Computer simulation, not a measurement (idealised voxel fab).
process module | voxel gate over fins
cross-section cut | 145 nm wide | cells 5 nm
A cross-section is a grid of square cells, given in bands from the top down. A band is one or more rows of cells.
Each band's line starts with the height of the band's top and of its bottom, in nm. Then come its materials from left to right, each with its width in nm. One material with "throughout" fills the band from edge to edge. "air" is empty space.
Height 0 is the level under which the wafer as received is all one material. The lowest band goes on downwards, as in "0 down".
A width such as "30 to 40" changes by the same amount from each row of cells to the next, from the band's top row to its bottom row.
"no change" after a step means that no cell of the cross-section changed.
closed voids: empty space of 8 cells or more with no open way to the top, each as width x height at its distance from the left edge, in nm
after a step's settings: what the simulator itself notes on the step
overlay nm, on a step with a mask: how far to the right of its planned place the mask lay; to the left if negative
plan
1 op RECEIVE | material Si
2 op CONFORMAL_DEP | material SiN | thk nm 5
3 op MASKED_ETCH | tone cover | mask id FINS | width nm 15 | pitch nm 35 | etch materials SiN | depth nm 5 | overlay nm 0
4 op MASKED_ETCH | tone cover | mask id FINS | width nm 15 | pitch nm 35 | etch materials Si | depth nm 30 | overlay nm 0
5 op FILL_DEP | material SiO2 | thk nm 10
6 op CMP | height nm 5
7 op SELECTIVE_ETCH | etch materials SiO2 | depth nm 20
8 op STRIP | etch materials SiN
9 op CONFORMAL_DEP | material HfO2 | thk nm 5
10 op CONFORMAL_DEP | material TiN | thk nm 5
11 op CONFORMAL_DEP | material TiAl | thk nm 5
12 op CONFORMAL_DEP | material TiN | thk nm 5
13 op FILL_DEP | material W | thk nm 10
14 op CMP | height nm 25
15 op CONFORMAL_DEP | material SiN | thk nm 5
as received, after step 1
  0 down: Si throughout
  closed voids: none
a wafer at the end: this start, this plan, one mistake
  30 to 25: SiN throughout
  25 to 15: W throughout
  15 to 5: W 30 | TiN 80 | W 35
  5 to 0: W 30 | TiN 10 | HfO2 25 | TiN 10 | HfO2 25 | TiN 10 | W 35
  0 to -10: TiN 40 | HfO2 5 | Si 15 | HfO2 5 | TiN 10 | HfO2 5 | Si 15 | HfO2 5 | TiN 45
  -10 to -15: HfO2 45 | Si 15 | HfO2 20 | Si 15 | HfO2 50
  -15 to -30: SiO2 45 | Si 15 | SiO2 20 | Si 15 | SiO2 50
  -30 down: Si throughout
  closed voids: none
what went wrong: step 11 was left out
